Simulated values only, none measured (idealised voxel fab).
process module | voxel transistor to metal
cross-section cut | 195 nm wide | cells 5 nm
A cross-section is a grid of square cells, given in bands from the top down. A band is one or more rows of cells.
Each band's line starts with the height of the band's top and of its bottom, in nm. Then come its materials from left to right, each with its width in nm. One material with "throughout" fills the band from edge to edge. "air" is empty space.
Height 0 is the level under which the wafer as received is all one material. The lowest band goes on downwards, as in "0 down".
A width such as "30 to 40" changes by the same amount from each row of cells to the next, from the band's top row to its bottom row.
"no change" after a step means that no cell of the cross-section changed.
closed voids: empty space of 8 cells or more with no open way to the top, each as width x height at its distance from the left edge, in nm
after a step's settings: what the simulator itself notes on the step
overlay nm, on a step with a mask: how far to the right of its planned place the mask lay; to the left if negative
plan
1 op RECEIVE | material Si
2 op CONFORMAL_DEP | material SiO2 | thk nm 5
3 op CONFORMAL_DEP | material SiN | thk nm 10
4 op DIRECTIONAL_DEP | material aC | thk nm 15
5 op PATTERN | tone cover | mask id ACTIVE | material resist | width nm 105 | thk nm 35 | overlay nm 0
6 op DIRECTIONAL_ETCH | etch materials aC | depth nm 15
7 op STRIP | etch materials resist
8 op DIRECTIONAL_ETCH | etch materials SiN | depth nm 10
9 op DIRECTIONAL_ETCH | etch materials SiO2 | depth nm 5
10 op DIRECTIONAL_ETCH | etch materials Si | depth nm 25
11 op STRIP | etch materials aC
12 op OXIDIZE | depth nm 5
13 op FILL_DEP | material SiO2 | thk nm 10
14 op CMP | height nm 15
15 op SELECTIVE_ETCH | etch materials SiO2 | depth nm 5
16 op STRIP | etch materials SiN
17 op SELECTIVE_ETCH | etch materials SiO2 | depth nm 5
18 op OXIDIZE | depth nm 5
19 op DIRECTIONAL_DEP | material polySi | thk nm 20
20 op DIRECTIONAL_DEP | material SiCN | thk nm 15
21 op DIRECTIONAL_DEP | material aC | thk nm 10
22 op PATTERN | tone cover | mask id GATE | material resist | width nm 25 | thk nm 30 | overlay nm 0
23 op DIRECTIONAL_ETCH | etch materials aC | depth nm 10
24 op STRIP | etch materials resist
25 op DIRECTIONAL_ETCH | etch materials SiCN | depth nm 25
26 op DIRECTIONAL_ETCH | etch materials polySi | depth nm 30
27 op STRIP | etch materials aC
28 op CONFORMAL_DEP | material SiN | thk nm 5
29 op DIRECTIONAL_ETCH | etch materials SiN | depth nm 5
30 op DIRECTIONAL_ETCH | etch materials SiO2 | depth nm 5
31 op DIRECTIONAL_ETCH | etch materials Si | depth nm 10
32 op EPI | material SiGe | thk nm 15
33 op FILL_DEP | material SiO2 | thk nm 10
34 op CMP | height nm 20
35 op STRIP | etch materials polySi
36 op SELECTIVE_ETCH | etch materials SiO2 | depth nm 5
37 op CONFORMAL_DEP | material HfO2 | thk nm 5
38 op CONFORMAL_DEP | material TiN | thk nm 5
39 op FILL_DEP | material W | thk nm 10
40 op CMP | height nm 15
41 op DIRECTIONAL_DEP | material SiO2 | thk nm 10
42 op MASKED_ETCH | tone open | mask id CONTACT | width nm 15 | pitch nm 80 | etch materials SiO2 | depth nm 25 | overlay nm 0
43 op CONFORMAL_DEP | material TiN | thk nm 5
44 op FILL_DEP | material W | thk nm 5
45 op CMP | height nm 25
46 op DIRECTIONAL_DEP | material TiN | thk nm 5
47 op DIRECTIONAL_DEP | material W | thk nm 15
48 op DIRECTIONAL_DEP | material aC | thk nm 15
49 op PATTERN | tone cover | mask id METAL_1 | material resist | width nm 15 | pitch nm 80 | thk nm 35 | overlay nm 0
50 op DIRECTIONAL_ETCH | etch materials aC | depth nm 15
51 op STRIP | etch materials resist
52 op DIRECTIONAL_ETCH | etch materials W | depth nm 15
53 op DIRECTIONAL_ETCH | etch materials TiN | depth nm 5
54 op STRIP | etch materials aC
55 op FILL_DEP | material SiO2 | thk nm 10
56 op CMP | height nm 45
57 op CONFORMAL_DEP | material SiCN | thk nm 5
58 op DIRECTIONAL_DEP | material SiO2 | thk nm 30
59 op DIRECTIONAL_DEP | material aC | thk nm 15
60 op PATTERN | tone open | mask id METAL_2 | material resist | width nm 15 | pitch nm 80 | thk nm 35 | overlay nm 0
61 op DIRECTIONAL_ETCH | etch materials aC | depth nm 15
62 op STRIP | etch materials resist
63 op DIRECTIONAL_ETCH | etch materials SiO2 | depth nm 20
64 op STRIP | etch materials aC
65 op PATTERN | tone open | mask id METAL_2_HOLES | material resist | width nm 15 | pitch nm 80 | thk nm 15 | overlay nm 0
66 op DIRECTIONAL_ETCH | etch materials SiO2 | depth nm 10
67 op DIRECTIONAL_ETCH | etch materials SiCN | depth nm 5
68 op STRIP | etch materials resist
69 op CONFORMAL_DEP | material TiN | thk nm 5
70 op FILL_DEP | material Ru | thk nm 10
71 op CMP | height nm 80
72 op CONFORMAL_DEP | material SiCN | thk nm 5
first wafer, as planned
as received, after step 1
  0 down: Si throughout
  closed voids: none
after step 2
  5 to 0: SiO2 throughout
  below 0: unchanged
after step 3
  15 to 5: SiN throughout
  below 5: unchanged
after step 4
  30 to 15: aC throughout
  below 15: unchanged
after step 5
  65 to 30: air 45 | resist 105 | air 45
  below 30: unchanged
after step 6
  50 to 30: air 45 | resist 105 | air 45
  30 to 15: air 45 | aC 105 | air 45
  below 15: unchanged
after step 7
  30 to 15: air 45 | aC 105 | air 45
  below 15: unchanged
after step 8
  30 to 15: air 45 | aC 105 | air 45
  15 to 5: air 45 | SiN 105 | air 45
  below 5: unchanged
after step 9
  30 to 15: air 45 | aC 105 | air 45
  15 to 5: air 45 | SiN 105 | air 45
  5 to 0: air 45 | SiO2 105 | air 45
  below 0: unchanged
after step 10
  30 to 15: air 45 | aC 105 | air 45
  15 to 5: air 45 | SiN 105 | air 45
  5 to 0: air 45 | SiO2 105 | air 45
  0 to -25: air 45 | Si 105 | air 45
  below -25: unchanged
after step 11
  15 to 5: air 45 | SiN 105 | air 45
  below 5: unchanged
after step 12
  15 to 5: air 45 | SiN 105 | air 45
  5 to 0: air 45 | SiO2 105 | air 45
  0 to -25: air 45 | SiO2 5 | Si 95 | SiO2 5 | air 45
  -25 to -30: SiO2 50 | Si 95 | SiO2 50
  below -30: unchanged
after step 13
  25 to 15: SiO2 throughout
  15 to 5: SiO2 45 | SiN 105 | SiO2 45
  5 to 0: SiO2 throughout
  0 to -30: SiO2 50 | Si 95 | SiO2 50
  below -30: unchanged
after step 14
  15 to 5: SiO2 45 | SiN 105 | SiO2 45
  below 5: unchanged
after step 15
  15 to 10: air 45 | SiN 105 | air 45
  below 10: unchanged
after step 16
  10 to 5: SiO2 45 | air 105 | SiO2 45
  below 5: unchanged
after step 17
  5 to 0: SiO2 40 | air 115 | SiO2 40
  below 0: unchanged
after step 18
  5 to 0: SiO2 40 | air 115 | SiO2 40
  0 to -5: SiO2 throughout
  below -5: unchanged
after step 19
  25 to 20: polySi 40 | air 115 | polySi 40
  20 to 5: polySi throughout
  5 to 0: SiO2 40 | polySi 115 | SiO2 40
  below 0: unchanged
after step 20
  40 to 35: SiCN 40 | air 115 | SiCN 40
  35 to 25: SiCN throughout
  25 to 20: polySi 40 | SiCN 115 | polySi 40
  below 20: unchanged
after step 21
  50 to 45: aC 40 | air 115 | aC 40
  45 to 40: aC throughout
  40 to 35: SiCN 40 | aC 115 | SiCN 40
  below 35: unchanged
after step 22
  80 to 50: air 85 | resist 25 | air 85
  50 to 45: aC 40 | air 45 | resist 25 | air 45 | aC 40
  below 45: unchanged
after step 23
  70 to 45: air 85 | resist 25 | air 85
  45 to 40: air 85 | aC 25 | air 85
  40 to 35: SiCN 40 | air 45 | aC 25 | air 45 | SiCN 40
  below 35: unchanged
after step 24
  45 to 40: air 85 | aC 25 | air 85
  below 40: unchanged
after step 25
  45 to 35: air 85 | aC 25 | air 85
  35 to 25: air 85 | SiCN 25 | air 85
  25 to 20: polySi 40 | air 45 | SiCN 25 | air 45 | polySi 40
  below 20: unchanged
after step 26
  45 to 35: air 85 | aC 25 | air 85
  35 to 20: air 85 | SiCN 25 | air 85
  20 to 5: air 85 | polySi 25 | air 85
  5 to 0: SiO2 40 | air 45 | polySi 25 | air 45 | SiO2 40
  below 0: unchanged
after step 27
  35 to 20: air 85 | SiCN 25 | air 85
  below 20: unchanged
after step 28
  40 to 35: air 80 | SiN 35 | air 80
  35 to 20: air 80 | SiN 5 | SiCN 25 | SiN 5 | air 80
  20 to 10: air 80 | SiN 5 | polySi 25 | SiN 5 | air 80
  10 to 5: SiN 45 | air 35 | SiN 5 | polySi 25 | SiN 5 | air 35 | SiN 45
  5 to 0: SiO2 40 | SiN 45 | polySi 25 | SiN 45 | SiO2 40
  below 0: unchanged
after step 29
  35 to 20: air 80 | SiN 5 | SiCN 25 | SiN 5 | air 80
  20 to 5: air 80 | SiN 5 | polySi 25 | SiN 5 | air 80
  5 to 0: SiO2 40 | SiN 5 | air 35 | SiN 5 | polySi 25 | SiN 5 | air 35 | SiN 5 | SiO2 40
  below 0: unchanged
after step 30
  35 to 20: air 80 | SiN 5 | SiCN 25 | SiN 5 | air 80
  20 to 5: air 80 | SiN 5 | polySi 25 | SiN 5 | air 80
  5 to 0: air 40 | SiN 5 | air 35 | SiN 5 | polySi 25 | SiN 5 | air 35 | SiN 5 | air 40
  0 to -5: SiO2 45 | air 35 | SiO2 35 | air 35 | SiO2 45
  below -5: unchanged
after step 31
  35 to 20: air 80 | SiN 5 | SiCN 25 | SiN 5 | air 80
  20 to 5: air 80 | SiN 5 | polySi 25 | SiN 5 | air 80
  5 to 0: air 40 | SiN 5 | air 35 | SiN 5 | polySi 25 | SiN 5 | air 35 | SiN 5 | air 40
  0 to -5: SiO2 45 | air 35 | SiO2 35 | air 35 | SiO2 45
  -5 to -15: SiO2 50 | air 30 | Si 35 | air 30 | SiO2 50
  below -15: unchanged
after step 32
  35 to 20: air 80 | SiN 5 | SiCN 25 | SiN 5 | air 80
  20 to 10: air 80 | SiN 5 | polySi 25 | SiN 5 | air 80
  10 to 5: air 65 | SiGe 15 | SiN 5 | polySi 25 | SiN 5 | SiGe 15 | air 65
  5 to 0: air 40 | SiN 5 | air 20 | SiGe 15 | SiN 5 | polySi 25 | SiN 5 | SiGe 15 | air 20 | SiN 5 | air 40
  0 to -5: SiO2 45 | SiGe 35 | SiO2 35 | SiGe 35 | SiO2 45
  -5 to -15: SiO2 50 | SiGe 30 | Si 35 | SiGe 30 | SiO2 50
  below -15: unchanged
after step 33
  45 to 35: SiO2 throughout
  35 to 20: SiO2 80 | SiN 5 | SiCN 25 | SiN 5 | SiO2 80
  20 to 10: SiO2 80 | SiN 5 | polySi 25 | SiN 5 | SiO2 80
  10 to 5: SiO2 65 | SiGe 15 | SiN 5 | polySi 25 | SiN 5 | SiGe 15 | SiO2 65
  5 to 0: SiO2 40 | SiN 5 | SiO2 20 | SiGe 15 | SiN 5 | polySi 25 | SiN 5 | SiGe 15 | SiO2 20 | SiN 5 | SiO2 40
  below 0: unchanged
after step 34
  20 to 10: SiO2 80 | SiN 5 | polySi 25 | SiN 5 | SiO2 80
  below 10: unchanged
after step 35
  20 to 10: SiO2 80 | SiN 5 | air 25 | SiN 5 | SiO2 80
  10 to 5: SiO2 65 | SiGe 15 | SiN 5 | air 25 | SiN 5 | SiGe 15 | SiO2 65
  5 to 0: SiO2 40 | SiN 5 | SiO2 20 | SiGe 15 | SiN 5 | air 25 | SiN 5 | SiGe 15 | SiO2 20 | SiN 5 | SiO2 40
  below 0: unchanged
after step 36
  20 to 15: air 80 | SiN 5 | air 25 | SiN 5 | air 80
  15 to 10: SiO2 80 | SiN 5 | air 25 | SiN 5 | SiO2 80
  10 to 5: SiO2 65 | SiGe 15 | SiN 5 | air 25 | SiN 5 | SiGe 15 | SiO2 65
  5 to 0: SiO2 40 | SiN 5 | SiO2 20 | SiGe 15 | SiN 5 | air 25 | SiN 5 | SiGe 15 | SiO2 20 | SiN 5 | SiO2 40
  0 to -5: SiO2 45 | SiGe 35 | air 35 | SiGe 35 | SiO2 45
  below -5: unchanged
after step 37
  25 to 20: air 75 | HfO2 15 | air 15 | HfO2 15 | air 75
  20 to 15: HfO2 80 | SiN 5 | HfO2 5 | air 15 | HfO2 5 | SiN 5 | HfO2 80
  15 to 10: SiO2 80 | SiN 5 | HfO2 5 | air 15 | HfO2 5 | SiN 5 | SiO2 80
  10 to 5: SiO2 65 | SiGe 15 | SiN 5 | HfO2 5 | air 15 | HfO2 5 | SiN 5 | SiGe 15 | SiO2 65
  5 to 0: SiO2 40 | SiN 5 | SiO2 20 | SiGe 15 | SiN 5 | HfO2 5 | air 15 | HfO2 5 | SiN 5 | SiGe 15 | SiO2 20 | SiN 5 | SiO2 40
  0 to -5: SiO2 45 | SiGe 35 | HfO2 35 | SiGe 35 | SiO2 45
  below -5: unchanged
after step 38
  30 to 25: air 70 | TiN 25 | air 5 | TiN 25 | air 70
  25 to 20: TiN 75 | HfO2 15 | TiN 5 | air 5 | TiN 5 | HfO2 15 | TiN 75
  20 to 15: HfO2 80 | SiN 5 | HfO2 5 | TiN 5 | air 5 | TiN 5 | HfO2 5 | SiN 5 | HfO2 80
  15 to 10: SiO2 80 | SiN 5 | HfO2 5 | TiN 5 | air 5 | TiN 5 | HfO2 5 | SiN 5 | SiO2 80
  10 to 5: SiO2 65 | SiGe 15 | SiN 5 | HfO2 5 | TiN 5 | air 5 | TiN 5 | HfO2 5 | SiN 5 | SiGe 15 | SiO2 65
  5 to 0: SiO2 40 | SiN 5 | SiO2 20 | SiGe 15 | SiN 5 | HfO2 5 | TiN 15 | HfO2 5 | SiN 5 | SiGe 15 | SiO2 20 | SiN 5 | SiO2 40
  below 0: unchanged
after step 39
  40 to 30: W throughout
  30 to 25: W 70 | TiN 25 | W 5 | TiN 25 | W 70
  25 to 20: TiN 75 | HfO2 15 | TiN 5 | W 5 | TiN 5 | HfO2 15 | TiN 75
  20 to 15: HfO2 80 | SiN 5 | HfO2 5 | TiN 5 | W 5 | TiN 5 | HfO2 5 | SiN 5 | HfO2 80
  15 to 10: SiO2 80 | SiN 5 | HfO2 5 | TiN 5 | W 5 | TiN 5 | HfO2 5 | SiN 5 | SiO2 80
  10 to 5: SiO2 65 | SiGe 15 | SiN 5 | HfO2 5 | TiN 5 | W 5 | TiN 5 | HfO2 5 | SiN 5 | SiGe 15 | SiO2 65
  below 5: unchanged
after step 40
  15 to 10: SiO2 80 | SiN 5 | HfO2 5 | TiN 5 | W 5 | TiN 5 | HfO2 5 | SiN 5 | SiO2 80
  below 10: unchanged
after step 41
  25 to 15: SiO2 throughout
  below 15: unchanged
after step 42
  25 to 15: SiO2 50 | air 15 | SiO2 65 | air 15 | SiO2 50
  15 to 10: SiO2 50 | air 15 | SiO2 15 | SiN 5 | HfO2 5 | TiN 5 | W 5 | TiN 5 | HfO2 5 | SiN 5 | SiO2 15 | air 15 | SiO2 50
  10 to 5: SiO2 50 | air 15 | SiGe 15 | SiN 5 | HfO2 5 | TiN 5 | W 5 | TiN 5 | HfO2 5 | SiN 5 | SiGe 15 | air 15 | SiO2 50
  5 to 0: SiO2 40 | SiN 5 | SiO2 5 | air 15 | SiGe 15 | SiN 5 | HfO2 5 | TiN 15 | HfO2 5 | SiN 5 | SiGe 15 | air 15 | SiO2 5 | SiN 5 | SiO2 40
  below 0: unchanged
after step 43
  30 to 25: TiN 55 | air 5 | TiN 75 | air 5 | TiN 55
  25 to 15: SiO2 50 | TiN 5 | air 5 | TiN 5 | SiO2 65 | TiN 5 | air 5 | TiN 5 | SiO2 50
  15 to 10: SiO2 50 | TiN 5 | air 5 | TiN 5 | SiO2 15 | SiN 5 | HfO2 5 | TiN 5 | W 5 | TiN 5 | HfO2 5 | SiN 5 | SiO2 15 | TiN 5 | air 5 | TiN 5 | SiO2 50
  10 to 5: SiO2 50 | TiN 5 | air 5 | TiN 5 | SiGe 15 | SiN 5 | HfO2 5 | TiN 5 | W 5 | TiN 5 | HfO2 5 | SiN 5 | SiGe 15 | TiN 5 | air 5 | TiN 5 | SiO2 50
  5 to 0: SiO2 40 | SiN 5 | SiO2 5 | TiN 15 | SiGe 15 | SiN 5 | HfO2 5 | TiN 15 | HfO2 5 | SiN 5 | SiGe 15 | TiN 15 | SiO2 5 | SiN 5 | SiO2 40
  below 0: unchanged
after step 44
  35 to 30: W throughout
  30 to 25: TiN 55 | W 5 | TiN 75 | W 5 | TiN 55
  25 to 15: SiO2 50 | TiN 5 | W 5 | TiN 5 | SiO2 65 | TiN 5 | W 5 | TiN 5 | SiO2 50
  15 to 10: SiO2 50 | TiN 5 | W 5 | TiN 5 | SiO2 15 | SiN 5 | HfO2 5 | TiN 5 | W 5 | TiN 5 | HfO2 5 | SiN 5 | SiO2 15 | TiN 5 | W 5 | TiN 5 | SiO2 50
  10 to 5: SiO2 50 | TiN 5 | W 5 | TiN 5 | SiGe 15 | SiN 5 | HfO2 5 | TiN 5 | W 5 | TiN 5 | HfO2 5 | SiN 5 | SiGe 15 | TiN 5 | W 5 | TiN 5 | SiO2 50
  below 5: unchanged
after step 45
  25 to 15: SiO2 50 | TiN 5 | W 5 | TiN 5 | SiO2 65 | TiN 5 | W 5 | TiN 5 | SiO2 50
  below 15: unchanged
after step 46
  30 to 25: TiN throughout
  below 25: unchanged
after step 47
  45 to 30: W throughout
  below 30: unchanged
after step 48
  60 to 45: aC throughout
  below 45: unchanged
after step 49
  95 to 60: air 50 | resist 15 | air 65 | resist 15 | air 50
  below 60: unchanged
after step 50
  80 to 60: air 50 | resist 15 | air 65 | resist 15 | air 50
  60 to 45: air 50 | aC 15 | air 65 | aC 15 | air 50
  below 45: unchanged
after step 51
  60 to 45: air 50 | aC 15 | air 65 | aC 15 | air 50
  below 45: unchanged
after step 52
  60 to 45: air 50 | aC 15 | air 65 | aC 15 | air 50
  45 to 30: air 50 | W 15 | air 65 | W 15 | air 50
  below 30: unchanged
after step 53
  60 to 45: air 50 | aC 15 | air 65 | aC 15 | air 50
  45 to 30: air 50 | W 15 | air 65 | W 15 | air 50
  30 to 25: air 50 | TiN 15 | air 65 | TiN 15 | air 50
  below 25: unchanged
after step 54
  45 to 30: air 50 | W 15 | air 65 | W 15 | air 50
  below 30: unchanged
after step 55
  55 to 45: SiO2 throughout
  45 to 30: SiO2 50 | W 15 | SiO2 65 | W 15 | SiO2 50
  30 to 25: SiO2 50 | TiN 15 | SiO2 65 | TiN 15 | SiO2 50
  below 25: unchanged
after step 56
  45 to 30: SiO2 50 | W 15 | SiO2 65 | W 15 | SiO2 50
  below 30: unchanged
after step 57
  50 to 45: SiCN throughout
  below 45: unchanged
after step 58
  80 to 50: SiO2 throughout
  below 50: unchanged
after step 59
  95 to 80: aC throughout
  below 80: unchanged
after step 60
  130 to 95: resist 50 | air 15 | resist 65 | air 15 | resist 50
  below 95: unchanged
after step 61
  115 to 95: resist 50 | air 15 | resist 65 | air 15 | resist 50
  95 to 80: aC 50 | air 15 | aC 65 | air 15 | aC 50
  below 80: unchanged
after step 62
  95 to 80: aC 50 | air 15 | aC 65 | air 15 | aC 50
  below 80: unchanged
after step 63
  95 to 80: aC 50 | air 15 | aC 65 | air 15 | aC 50
  80 to 60: SiO2 50 | air 15 | SiO2 65 | air 15 | SiO2 50
  below 60: unchanged
after step 64
  80 to 60: SiO2 50 | air 15 | SiO2 65 | air 15 | SiO2 50
  below 60: unchanged
after step 65
  95 to 80: resist 50 | air 15 | resist 65 | air 15 | resist 50
  below 80: unchanged
after step 66
  95 to 80: resist 50 | air 15 | resist 65 | air 15 | resist 50
  80 to 50: SiO2 50 | air 15 | SiO2 65 | air 15 | SiO2 50
  below 50: unchanged
after step 67
  95 to 80: resist 50 | air 15 | resist 65 | air 15 | resist 50
  80 to 50: SiO2 50 | air 15 | SiO2 65 | air 15 | SiO2 50
  50 to 45: SiCN 50 | air 15 | SiCN 65 | air 15 | SiCN 50
  below 45: unchanged
after step 68
  80 to 50: SiO2 50 | air 15 | SiO2 65 | air 15 | SiO2 50
  below 50: unchanged
after step 69
  85 to 80: TiN 55 | air 5 | TiN 75 | air 5 | TiN 55
  80 to 50: SiO2 50 | TiN 5 | air 5 | TiN 5 | SiO2 65 | TiN 5 | air 5 | TiN 5 | SiO2 50
  50 to 45: SiCN 50 | TiN 15 | SiCN 65 | TiN 15 | SiCN 50
  below 45: unchanged
after step 70
  95 to 85: Ru throughout
  85 to 80: TiN 55 | Ru 5 | TiN 75 | Ru 5 | TiN 55
  80 to 50: SiO2 50 | TiN 5 | Ru 5 | TiN 5 | SiO2 65 | TiN 5 | Ru 5 | TiN 5 | SiO2 50
  below 50: unchanged
after step 71
  80 to 50: SiO2 50 | TiN 5 | Ru 5 | TiN 5 | SiO2 65 | TiN 5 | Ru 5 | TiN 5 | SiO2 50
  below 50: unchanged
after step 72
  85 to 80: SiCN throughout
  below 80: unchanged
second wafer: like start, like plan, one mistake. Through step 41 it matches the first wafer
when step 42 should have ended
  25 to 15: SiO2 45 | air 25 | SiO2 55 | air 25 | SiO2 45
  15 to 10: SiO2 45 | air 25 | SiO2 10 | SiN 5 | HfO2 5 | TiN 5 | W 5 | TiN 5 | HfO2 5 | SiN 5 | SiO2 10 | air 25 | SiO2 45
  10 to 5: SiO2 45 | air 20 | SiGe 15 | SiN 5 | HfO2 5 | TiN 5 | W 5 | TiN 5 | HfO2 5 | SiN 5 | SiGe 15 | air 20 | SiO2 45
  5 to 0: SiO2 40 | SiN 5 | air 20 | SiGe 15 | SiN 5 | HfO2 5 | TiN 15 | HfO2 5 | SiN 5 | SiGe 15 | air 20 | SiN 5 | SiO2 40
  below 0: unchanged
when step 43 should have ended
  30 to 25: TiN 50 | air 15 | TiN 65 | air 15 | TiN 50
  25 to 15: SiO2 45 | TiN 5 | air 15 | TiN 5 | SiO2 55 | TiN 5 | air 15 | TiN 5 | SiO2 45
  15 to 10: SiO2 45 | TiN 5 | air 10 | TiN 10 | SiO2 10 | SiN 5 | HfO2 5 | TiN 5 | W 5 | TiN 5 | HfO2 5 | SiN 5 | SiO2 10 | TiN 10 | air 10 | TiN 5 | SiO2 45
  10 to 5: SiO2 45 | TiN 5 | air 10 | TiN 5 | SiGe 15 | SiN 5 | HfO2 5 | TiN 5 | W 5 | TiN 5 | HfO2 5 | SiN 5 | SiGe 15 | TiN 5 | air 10 | TiN 5 | SiO2 45
  5 to 0: SiO2 40 | SiN 5 | TiN 20 | SiGe 15 | SiN 5 | HfO2 5 | TiN 15 | HfO2 5 | SiN 5 | SiGe 15 | TiN 20 | SiN 5 | SiO2 40
  below 0: unchanged
when step 44 should have ended
  35 to 30: W throughout
  30 to 25: TiN 50 | W 15 | TiN 65 | W 15 | TiN 50
  25 to 15: SiO2 45 | TiN 5 | W 15 | TiN 5 | SiO2 55 | TiN 5 | W 15 | TiN 5 | SiO2 45
  15 to 10: SiO2 45 | TiN 5 | W 10 | TiN 10 | SiO2 10 | SiN 5 | HfO2 5 | TiN 5 | W 5 | TiN 5 | HfO2 5 | SiN 5 | SiO2 10 | TiN 10 | W 10 | TiN 5 | SiO2 45
  10 to 5: SiO2 45 | TiN 5 | W 10 | TiN 5 | SiGe 15 | SiN 5 | HfO2 5 | TiN 5 | W 5 | TiN 5 | HfO2 5 | SiN 5 | SiGe 15 | TiN 5 | W 10 | TiN 5 | SiO2 45
  below 5: unchanged
when step 45 should have ended
  25 to 15: SiO2 45 | TiN 5 | W 15 | TiN 5 | SiO2 55 | TiN 5 | W 15 | TiN 5 | SiO2 45
  below 15: unchanged
when step 46 should have ended
  30 to 25: TiN throughout
  below 25: unchanged
when step 47 should have ended
  45 to 30: W throughout
  below 30: unchanged
when step 48 should have ended
  60 to 45: aC throughout
  below 45: unchanged
when step 49 should have ended
  95 to 60: air 50 | resist 15 | air 65 | resist 15 | air 50
  below 60: unchanged
when step 50 should have ended
  80 to 60: air 50 | resist 15 | air 65 | resist 15 | air 50
  60 to 45: air 50 | aC 15 | air 65 | aC 15 | air 50
  below 45: unchanged
when step 51 should have ended
  60 to 45: air 50 | aC 15 | air 65 | aC 15 | air 50
  below 45: unchanged
when step 52 should have ended
  60 to 45: air 50 | aC 15 | air 65 | aC 15 | air 50
  45 to 30: air 50 | W 15 | air 65 | W 15 | air 50
  below 30: unchanged
when step 53 should have ended
  60 to 45: air 50 | aC 15 | air 65 | aC 15 | air 50
  45 to 30: air 50 | W 15 | air 65 | W 15 | air 50
  30 to 25: air 50 | TiN 15 | air 65 | TiN 15 | air 50
  below 25: unchanged
when step 54 should have ended
  45 to 30: air 50 | W 15 | air 65 | W 15 | air 50
  below 30: unchanged
when step 55 should have ended
  55 to 45: SiO2 throughout
  45 to 30: SiO2 50 | W 15 | SiO2 65 | W 15 | SiO2 50
  30 to 25: SiO2 50 | TiN 15 | SiO2 65 | TiN 15 | SiO2 50
  below 25: unchanged
when step 56 should have ended
  45 to 30: SiO2 50 | W 15 | SiO2 65 | W 15 | SiO2 50
  below 30: unchanged
when step 57 should have ended
  50 to 45: SiCN throughout
  below 45: unchanged
when step 58 should have ended
  80 to 50: SiO2 throughout
  below 50: unchanged
when step 59 should have ended
  95 to 80: aC throughout
  below 80: unchanged
when step 60 should have ended
  130 to 95: resist 50 | air 15 | resist 65 | air 15 | resist 50
  below 95: unchanged
when step 61 should have ended
  115 to 95: resist 50 | air 15 | resist 65 | air 15 | resist 50
  95 to 80: aC 50 | air 15 | aC 65 | air 15 | aC 50
  below 80: unchanged
when step 62 should have ended
  95 to 80: aC 50 | air 15 | aC 65 | air 15 | aC 50
  below 80: unchanged
when step 63 should have ended
  95 to 80: aC 50 | air 15 | aC 65 | air 15 | aC 50
  80 to 60: SiO2 50 | air 15 | SiO2 65 | air 15 | SiO2 50
  below 60: unchanged
when step 64 should have ended
  80 to 60: SiO2 50 | air 15 | SiO2 65 | air 15 | SiO2 50
  below 60: unchanged
when step 65 should have ended
  95 to 80: resist 50 | air 15 | resist 65 | air 15 | resist 50
  below 80: unchanged
when step 66 should have ended
  95 to 80: resist 50 | air 15 | resist 65 | air 15 | resist 50
  80 to 50: SiO2 50 | air 15 | SiO2 65 | air 15 | SiO2 50
  below 50: unchanged
when step 67 should have ended
  95 to 80: resist 50 | air 15 | resist 65 | air 15 | resist 50
  80 to 50: SiO2 50 | air 15 | SiO2 65 | air 15 | SiO2 50
  50 to 45: SiCN 50 | air 15 | SiCN 65 | air 15 | SiCN 50
  below 45: unchanged
when step 68 should have ended
  80 to 50: SiO2 50 | air 15 | SiO2 65 | air 15 | SiO2 50
  below 50: unchanged
when step 69 should have ended
  85 to 80: TiN 55 | air 5 | TiN 75 | air 5 | TiN 55
  80 to 50: SiO2 50 | TiN 5 | air 5 | TiN 5 | SiO2 65 | TiN 5 | air 5 | TiN 5 | SiO2 50
  50 to 45: SiCN 50 | TiN 15 | SiCN 65 | TiN 15 | SiCN 50
  below 45: unchanged
when step 70 should have ended
  95 to 85: Ru throughout
  85 to 80: TiN 55 | Ru 5 | TiN 75 | Ru 5 | TiN 55
  80 to 50: SiO2 50 | TiN 5 | Ru 5 | TiN 5 | SiO2 65 | TiN 5 | Ru 5 | TiN 5 | SiO2 50
  below 50: unchanged
when step 71 should have ended
  80 to 50: SiO2 50 | TiN 5 | Ru 5 | TiN 5 | SiO2 65 | TiN 5 | Ru 5 | TiN 5 | SiO2 50
  below 50: unchanged
when step 72 should have ended
  85 to 80: SiCN throughout
  below 80: unchanged
what went wrong: step 42 ran as: op MASKED_ETCH | tone open | mask id CONTACT | width nm 25 | pitch nm 80 | etch materials SiO2 | depth nm 25 | overlay nm 0
at the end the second wafer has, in cells: 16 fewer of SiO2 | 4 more of TiN | 12 more of W
